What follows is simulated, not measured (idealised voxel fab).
The following process module bears the name voxel transistor to metal.
For reference, the cross-section in this document is cut, with width 295 nm and square cells of 5 nm.
A cross-section in this document is a grid of square cells, and it is written down as bands, the top band listed before the ones below it; a band is made up of one or more rows of cells.
The entry gives the band's vertical extent as a top height and a bottom height in nm, then its horizontal make-up as materials from left to right, each with a width in nm. "blank" stands for empty space; a single material marked "throughout" fills the band edge to edge.
All heights in this document are referenced to 0, defined as the level beneath which the wafer, as received, consists entirely of one material. The lowest band is not bounded below; it extends indefinitely downward and is written in the form "0..down".
Think of "30..40" as a width that walks from the first number to the second as you go down the band, top row to bottom row, taking equal-sized steps from row to row.
"identical to before" -> step changed no cross-section cell.
What "Trapped voids" gives you is every empty space of 8 cells or more that is cut off from the top. Each appears as width x height at distance, with the distance taken from the left edge and width, height and distance all in nm.
after a step's settings: what the simulator itself notes on the step
"overlay nm" answers the question of how far to the right of plan the mask lay on a step that has a mask, and when it is negative the answer is to the left.

**So here's the lineup of process steps we planned**
1 RECEIVE, material Si
2 CONFORMAL_DEP, material SiO2, thk nm 5
3 CONFORMAL_DEP, material SiN, thk nm 10
4 PATTERN, tone cover, mask id ACTIVE, material resist, width nm 115, pitch nm 145, thk nm 15, overlay nm 0
5 DIRECTIONAL_ETCH, etch materials SiN, depth nm 10
6 DIRECTIONAL_ETCH, etch materials SiO2, depth nm 5
7 DIRECTIONAL_ETCH, etch materials Si, depth nm 20
8 STRIP, etch materials resist
9 OXIDIZE, depth nm 5
10 FILL_DEP, material SiO2, thk nm 5
11 CMP, height nm 15
12 SELECTIVE_ETCH, etch materials SiO2, depth nm 10
13 STRIP, etch materials SiN
14 SELECTIVE_ETCH, etch materials SiO2, depth nm 5
15 OXIDIZE, depth nm 5
16 DIRECTIONAL_DEP, material polySi, thk nm 30
17 DIRECTIONAL_DEP, material SiCN, thk nm 10
18 DIRECTIONAL_DEP, material aC, thk nm 10
19 PATTERN, tone cover, mask id GATE, material resist, width nm 35, pitch nm 145, thk nm 25, overlay nm 0
20 DIRECTIONAL_ETCH, etch materials aC, depth nm 10
21 STRIP, etch materials resist
22 DIRECTIONAL_ETCH, etch materials SiCN, depth nm 20
23 DIRECTIONAL_ETCH, etch materials polySi, depth nm 40
24 STRIP, etch materials aC
25 CONFORMAL_DEP, material SiN, thk nm 10
26 DIRECTIONAL_ETCH, etch materials SiN, depth nm 10
27 DIRECTIONAL_ETCH, etch materials SiO2, depth nm 5
28 EPI, material pSi, thk nm 5
29 FILL_DEP, material SiO2, thk nm 10
30 CMP, height nm 30
31 STRIP, etch materials polySi
32 SELECTIVE_ETCH, etch materials SiO2, depth nm 5
33 CONFORMAL_DEP, material HfO2, thk nm 5
34 CONFORMAL_DEP, material TiN, thk nm 5
35 FILL_DEP, material W, thk nm 10
36 CMP, height nm 25
37 DIRECTIONAL_DEP, material SiO2, thk nm 10
38 MASKED_ETCH, tone open, mask id CONTACT, width nm 15, etch materials SiO2, depth nm 35, overlay nm 0
39 CONFORMAL_DEP, material TiN, thk nm 5
40 FILL_DEP, material Ru, thk nm 5
41 CMP, height nm 35
42 DIRECTIONAL_DEP, material TiN, thk nm 5
43 DIRECTIONAL_DEP, material Ru, thk nm 15
44 DIRECTIONAL_DEP, material aC, thk nm 15
45 PATTERN, tone cover, mask id METAL_1, material resist, width nm 15, thk nm 30, overlay nm 0
46 DIRECTIONAL_ETCH, etch materials aC, depth nm 15
47 STRIP, etch materials resist
48 DIRECTIONAL_ETCH, etch materials Ru, depth nm 15
49 DIRECTIONAL_ETCH, etch materials TiN, depth nm 5
50 STRIP, etch materials aC
51 CONFORMAL_DEP, material SiN, thk nm 5
52 FILL_DEP, material lowk, thk nm 5
53 CMP, height nm 55
54 CONFORMAL_DEP, material SiN, thk nm 5
Split variable: width nm, step 45. Plan value = first wafer. Wafers start alike.

**The first of several wafers in cross-section, exactly as it reached us after step 1**
> 0..down = Si throughout
> Trapped voids: none

**Here is the cross-section of the first of several wafers at the end of the module, after its last step, step 54**
> 60..55 = SiN throughout
> 55..40 = lowk=20 | SiN=5 | Ru=15 | SiN=5 | lowk=55 | SiN=5 | Ru=15 | SiN=5 | lowk=40 | SiN=5 | Ru=15 | SiN=5 | lowk=55 | SiN=5 | Ru=15 | SiN=5 | lowk=25
> 40..35 = SiN=25 | TiN=15 | SiN=65 | TiN=15 | SiN=50 | TiN=15 | SiN=65 | TiN=15 | SiN=30
> 35..25 = SiO2=25 | TiN=5 | Ru=5 | TiN=5 | SiO2=65 | TiN=5 | Ru=5 | TiN=5 | SiO2=50 | TiN=5 | Ru=5 | TiN=5 | SiO2=65 | TiN=5 | Ru=5 | TiN=5 | SiO2=30
> 25..5 = SiO2=25 | TiN=5 | Ru=5 | TiN=5 | SiO2=5 | SiN=10 | HfO2=5 | TiN=5 | W=15 | TiN=5 | HfO2=5 | SiN=10 | SiO2=5 | TiN=5 | Ru=5 | TiN=5 | SiO2=50 | TiN=5 | Ru=5 | TiN=5 | SiO2=5 | SiN=10 | HfO2=5 | TiN=5 | W=15 | TiN=5 | HfO2=5 | SiN=10 | SiO2=5 | TiN=5 | Ru=5 | TiN=5 | SiO2=30
> 5..0 = SiO2=25 | TiN=15 | SiO2=5 | SiN=10 | HfO2=5 | TiN=25 | HfO2=5 | SiN=10 | SiO2=5 | TiN=15 | SiO2=50 | TiN=15 | SiO2=5 | SiN=10 | HfO2=5 | TiN=25 | HfO2=5 | SiN=10 | SiO2=5 | TiN=15 | SiO2=30
> 0..-5 = SiO2=15 | pSi=30 | SiO2=5 | HfO2=45 | SiO2=5 | pSi=30 | SiO2=30 | pSi=30 | SiO2=5 | HfO2=45 | SiO2=5 | pSi=30 | SiO2=20
> -5..-25 = SiO2=20 | Si=105 | SiO2=40 | Si=105 | SiO2=25
> -25..down = Si throughout
> Trapped voids: none

**Here's the last wafer cross-sectioned at the end of the module**
> 60..55 = SiN throughout
> 55..40 = lowk=15 | SiN=5 | Ru=30 | SiN=5 | lowk=40 | SiN=5 | Ru=30 | SiN=5 | lowk=25 | SiN=5 | Ru=30 | SiN=5 | lowk=40 | SiN=5 | Ru=30 | SiN=5 | lowk=15
> 40..35 = SiN=20 | TiN=30 | SiN=50 | TiN=30 | SiN=35 | TiN=30 | SiN=50 | TiN=30 | SiN=20
> 35..25 = SiO2=25 | TiN=5 | Ru=5 | TiN=5 | SiO2=65 | TiN=5 | Ru=5 | TiN=5 | SiO2=50 | TiN=5 | Ru=5 | TiN=5 | SiO2=65 | TiN=5 | Ru=5 | TiN=5 | SiO2=30
> 25..5 = SiO2=25 | TiN=5 | Ru=5 | TiN=5 | SiO2=5 | SiN=10 | HfO2=5 | TiN=5 | W=15 | TiN=5 | HfO2=5 | SiN=10 | SiO2=5 | TiN=5 | Ru=5 | TiN=5 | SiO2=50 | TiN=5 | Ru=5 | TiN=5 | SiO2=5 | SiN=10 | HfO2=5 | TiN=5 | W=15 | TiN=5 | HfO2=5 | SiN=10 | SiO2=5 | TiN=5 | Ru=5 | TiN=5 | SiO2=30
> 5..0 = SiO2=25 | TiN=15 | SiO2=5 | SiN=10 | HfO2=5 | TiN=25 | HfO2=5 | SiN=10 | SiO2=5 | TiN=15 | SiO2=50 | TiN=15 | SiO2=5 | SiN=10 | HfO2=5 | TiN=25 | HfO2=5 | SiN=10 | SiO2=5 | TiN=15 | SiO2=30
> 0..-5 = SiO2=15 | pSi=30 | SiO2=5 | HfO2=45 | SiO2=5 | pSi=30 | SiO2=30 | pSi=30 | SiO2=5 | HfO2=45 | SiO2=5 | pSi=30 | SiO2=20
> -5..-25 = SiO2=20 | Si=105 | SiO2=40 | Si=105 | SiO2=25
> -25..down = Si throughout
> Trapped voids: none

**Gained (+) or lost (-) cells of each material since receipt, then closed voids: one row per wafer, at the end of the module**
width nm 15 | +38 HfO2 | +60 Ru | -127 Si | +170 SiN | +304 SiO2 | +98 TiN | +24 W | +117 lowk | +24 pSi | Trapped voids: none
width nm 20 | +38 HfO2 | +72 Ru | -127 Si | +166 SiN | +304 SiO2 | +102 TiN | +24 W | +105 lowk | +24 pSi | Trapped voids: none
width nm 25 | +38 HfO2 | +84 Ru | -127 Si | +162 SiN | +304 SiO2 | +106 TiN | +24 W | +93 lowk | +24 pSi | Trapped voids: none
width nm 30 | +38 HfO2 | +96 Ru | -127 Si | +158 SiN | +304 SiO2 | +110 TiN | +24 W | +81 lowk | +24 pSi | Trapped voids: none
